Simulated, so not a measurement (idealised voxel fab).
This is a process module. Its name is voxel wiring stack.
Xsec cut, 260 nm wide, square cell size 5 nm.
Cross-sections here: square-cell grids, written as top-down lists of bands, a band being one or more rows of cells. Band entry format. Leading values: height of top, height of bottom, nm. Remainder: materials in left-to-right order, each with its width in nm. Special words: "throughout" on a single material, which then fills the band edge to edge; "empty", empty space. Heights are reckoned from 0. Under this level, the received wafer is all of one material. The bottommost band is open-ended downward, for example "z 0 and below". A width given as "30->40" starts at the first number in the band's top row and ends at the second number in its bottom row, shifting by an equal amount at every step from row to row. "changes: none" for a step: no cell of the cross-section changed in that step. "Completely enclosed voids" lists enclosed empty spaces (at least 8 cells, no open path upward to the top), each as width x height at distance from the left edge, in nm. Heads up: the bit after the settings on a step's line is the simulator's remark on that step. overlay nm: right-of-plan distance of the mask on a masked step; negative values mean left-of-plan.

## Process steps (planned)
| 1 | RECEIVE: material Si |
| 2 | CONFORMAL_DEP: material SiO2, thk nm 10 |
| 3 | CONFORMAL_DEP: material SiN, thk nm 5 |
| 4 | DIRECTIONAL_DEP: material lowk, thk nm 20 |
| 5 | PATTERN: tone open, mask id METAL_1, material resist, width nm 20, pitch nm 40, thk nm 15, overlay nm 0 |
| 6 | DIRECTIONAL_ETCH: etch materials lowk, depth nm 20 |
| 7 | DIRECTIONAL_ETCH: etch materials SiN, depth nm 5 |
| 8 | STRIP: etch materials resist |
| 9 | CONFORMAL_DEP: material TiN, thk nm 5 |
| 10 | FILL_DEP: material Cu, thk nm 10 |
| 11 | CMP: height nm 35 |
| 12 | EPI: material Ru, thk nm 5 |
| 13 | FILL_DEP: material SiCN, thk nm 5 |
| 14 | DIRECTIONAL_DEP: material SiO2, thk nm 15 |
| 15 | MASKED_ETCH: tone open, mask id PLUG_1, width nm 15, pitch nm 40, etch materials SiO2, depth nm 15, overlay nm 0 |
| 16 | MASKED_ETCH: tone open, mask id PLUG_1, width nm 15, pitch nm 40, etch materials SiCN, depth nm 5, overlay nm 0 |
| 17 | EPI: material Ru, thk nm 10 |
| 18 | EPI: material Ru, thk nm 10 |
| 19 | CONFORMAL_DEP: material SiN, thk nm 5 |
| 20 | DIRECTIONAL_DEP: material SiO2, thk nm 25 |
| 21 | PATTERN: tone open, mask id METAL_2, material resist, width nm 20, pitch nm 40, thk nm 15, overlay nm 0 |
| 22 | DIRECTIONAL_ETCH: etch materials SiO2, depth nm 25 |
| 23 | DIRECTIONAL_ETCH: etch materials SiN, depth nm 5 |
| 24 | STRIP: etch materials resist |
| 25 | CONFORMAL_DEP: material TiN, thk nm 5 |
| 26 | FILL_DEP: material W, thk nm 5 |
| 27 | CMP: height nm 90 |
| 28 | EPI: material Ru, thk nm 5 |
| 29 | FILL_DEP: material SiCN, thk nm 5 |
| 30 | DIRECTIONAL_DEP: material lowk, thk nm 35 |
| 31 | MASKED_ETCH: tone open, mask id METAL_3, width nm 20, pitch nm 40, etch materials lowk, depth nm 20, overlay nm 0 |
| 32 | DIRECTIONAL_DEP: material aC, thk nm 15 |
| 33 | PATTERN: tone open, mask id METAL_3_HOLES, material resist, width nm 15, pitch nm 80, thk nm 35, overlay nm 0 |
| 34 | DIRECTIONAL_ETCH: etch materials aC, depth nm 15 |
| 35 | STRIP: etch materials resist |
| 36 | DIRECTIONAL_ETCH: etch materials lowk, depth nm 15 |
| 37 | DIRECTIONAL_ETCH: etch materials SiCN, depth nm 5 |
| 38 | STRIP: etch materials aC |
| 39 | CONFORMAL_DEP: material TiN, thk nm 5 |
| 40 | FILL_DEP: material Ru, thk nm 10 |
| 41 | CMP: height nm 135 |
| 42 | CONFORMAL_DEP: material SiCN, thk nm 5 |

## Cross-section of the incoming wafer, state after step 1
> z 0 and below: Si throughout
> Completely enclosed voids: none

## Post-module cross-section of the first of two wafers (run per plan)
> z 140 to 135: SiCN throughout
> z 135 to 120: 60 lowk  5 TiN  10 Ru  5 TiN  20 lowk  5 TiN  10 Ru  5 TiN  20 lowk  5 TiN  10 Ru  5 TiN  20 lowk  5 TiN  10 Ru  5 TiN  60 lowk
> z 120 to 115: 60 lowk  5 TiN  5 Ru  10 TiN  20 lowk  20 TiN  20 lowk  5 TiN  5 Ru  10 TiN  20 lowk  20 TiN  60 lowk
> z 115 to 100: 60 lowk  5 TiN  5 Ru  5 TiN  65 lowk  5 TiN  5 Ru  5 TiN  105 lowk
> z 100 to 95: 60 SiCN  15 TiN  65 SiCN  15 TiN  105 SiCN
> z 95 to 90: 55 SiCN  30 Ru  10 SiCN  30 Ru  10 SiCN  30 Ru  10 SiCN  30 Ru  55 SiCN
> z 90 to 65: 60 SiO2  5 TiN  10 W  5 TiN  20 SiO2  5 TiN  10 W  5 TiN  20 SiO2  5 TiN  10 W  5 TiN  20 SiO2  5 TiN  10 W  5 TiN  60 SiO2
> z 65 to 60: 60 SiN  20 TiN  20 SiN  20 TiN  20 SiN  20 TiN  20 SiN  20 TiN  60 SiN
> z 60 to 45: 60 SiO2  15 Ru  25 SiO2  15 Ru  25 SiO2  15 Ru  25 SiO2  15 Ru  65 SiO2
> z 45 to 35: 60->55 SiCN  15->30 Ru  25->10 SiCN  15->30 Ru  25->10 SiCN  15->30 Ru  25->10 SiCN  15->30 Ru  65->55 SiCN
> z 35 to 15: 60 lowk  5 TiN  10 Cu  5 TiN  20 lowk  5 TiN  10 Cu  5 TiN  20 lowk  5 TiN  10 Cu  5 TiN  20 lowk  5 TiN  10 Cu  5 TiN  60 lowk
> z 15 to 10: 60 SiN  20 TiN  20 SiN  20 TiN  20 SiN  20 TiN  20 SiN  20 TiN  60 SiN
> z 10 to 0: SiO2 throughout
> z 0 and below: Si throughout
> Completely enclosed voids: none

## Here is the second of the two wafers cut open at the end of the module - same start, same plan as the first one, but we made one mistake running it
> z 140 to 135: SiCN throughout
> z 135 to 125: 70 Ru  5 TiN  5 lowk  5 TiN  10 Ru  5 TiN  20 lowk  5 TiN  25 Ru  5 TiN  5 lowk  5 TiN  10 Ru  5 TiN  20 lowk  5 TiN  55 Ru
> z 125 to 120: 55 Ru  20 TiN  5 lowk  5 TiN  10 Ru  5 TiN  20 lowk  5 TiN  10 Ru  20 TiN  5 lowk  5 TiN  10 Ru  5 TiN  20 lowk  5 TiN  55 Ru
> z 120 to 115: 60 TiN  20 lowk  20 TiN  20 lowk  20 TiN  20 lowk  20 TiN  20 lowk  60 TiN
> z 115 to 100: lowk throughout
> z 100 to 95: SiCN throughout
> z 95 to 90: 55 SiCN  30 Ru  10 SiCN  30 Ru  10 SiCN  30 Ru  10 SiCN  30 Ru  55 SiCN
> z 90 to 65: 60 SiO2  5 TiN  10 W  5 TiN  20 SiO2  5 TiN  10 W  5 TiN  20 SiO2  5 TiN  10 W  5 TiN  20 SiO2  5 TiN  10 W  5 TiN  60 SiO2
> z 65 to 60: 60 SiN  20 TiN  20 SiN  20 TiN  20 SiN  20 TiN  20 SiN  20 TiN  60 SiN
> z 60 to 45: 60 SiO2  15 Ru  25 SiO2  15 Ru  25 SiO2  15 Ru  25 SiO2  15 Ru  65 SiO2
> z 45 to 35: 60->55 SiCN  15->30 Ru  25->10 SiCN  15->30 Ru  25->10 SiCN  15->30 Ru  25->10 SiCN  15->30 Ru  65->55 SiCN
> z 35 to 15: 60 lowk  5 TiN  10 Cu  5 TiN  20 lowk  5 TiN  10 Cu  5 TiN  20 lowk  5 TiN  10 Cu  5 TiN  20 lowk  5 TiN  10 Cu  5 TiN  60 lowk
> z 15 to 10: 60 SiN  20 TiN  20 SiN  20 TiN  20 SiN  20 TiN  20 SiN  20 TiN  60 SiN
> z 10 to 0: SiO2 throughout
> z 0 and below: Si throughout
> Completely enclosed voids: none
what went wrong: step 31 was run on a setting that differed from the plan, and what really ran there is MASKED_ETCH: tone cover, mask id METAL_3, width nm 20, pitch nm 40, etch materials lowk, depth nm 20, overlay nm 0
Bottom line after processing is that, in cells, the second wafer is up or down on some materials versus the first: +64 Ru | +6 SiCN | +10 TiN | -80 lowk
